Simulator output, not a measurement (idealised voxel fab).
process module | voxel double patterning
cross-section cut | 240 nm wide | cells 5 nm
A cross-section is a grid of square cells, given in bands from the top down. A band is one or more rows of cells.
Each band's line starts with the height of the band's top and of its bottom, in nm. Then come its materials from left to right, each with its width in nm. One material with "throughout" fills the band from edge to edge. "air" is empty space.
Height 0 is the level under which the wafer as received is all one material. The lowest band goes on downwards, as in "0 down".
A width such as "30 to 40" changes by the same amount from each row of cells to the next, from the band's top row to its bottom row.
"no change" after a step means that no cell of the cross-section changed.
closed voids: empty space of 8 cells or more with no open way to the top, each as width x height at its distance from the left edge, in nm
after a step's settings: what the simulator itself notes on the step
overlay nm, on a step with a mask: how far to the right of its planned place the mask lay; to the left if negative
plan
1 op RECEIVE | material Si
2 op CONFORMAL_DEP | material SiO2 | thk nm 5
3 op DIRECTIONAL_DEP | material TiN | thk nm 20
4 op DIRECTIONAL_DEP | material SiCN | thk nm 10
5 op DIRECTIONAL_DEP | material aC | thk nm 10
6 op PATTERN | tone open | mask id FIRST | material resist | width nm 15 | pitch nm 50 | thk nm 25 | overlay nm 0
7 op DIRECTIONAL_ETCH | etch materials aC | depth nm 10
8 op STRIP | etch materials resist
9 op DIRECTIONAL_ETCH | etch materials SiCN | depth nm 10
10 op STRIP | etch materials aC
11 op PATTERN | tone open | mask id SECOND | material resist | width nm 15 | pitch nm 50 | thk nm 20 | overlay nm 0
12 op DIRECTIONAL_ETCH | etch materials SiCN | depth nm 10
13 op STRIP | etch materials resist
14 op DIRECTIONAL_ETCH | etch materials TiN | depth nm 20
15 op STRIP | etch materials SiCN
as received, after step 1
  0 down: Si throughout
  closed voids: none
a wafer at the end: this start, this plan, one mistake
  30 to 10: TiN 60 | air 15 | TiN 10 | air 15 | TiN 10 | air 15 | TiN 10 | air 15 | TiN 10 | air 15 | TiN 65
  10 to 5: TiN throughout
  5 to 0: SiO2 throughout
  0 down: Si throughout
  closed voids: none
what went wrong: step 3 ran as: op DIRECTIONAL_DEP | material TiN | thk nm 25
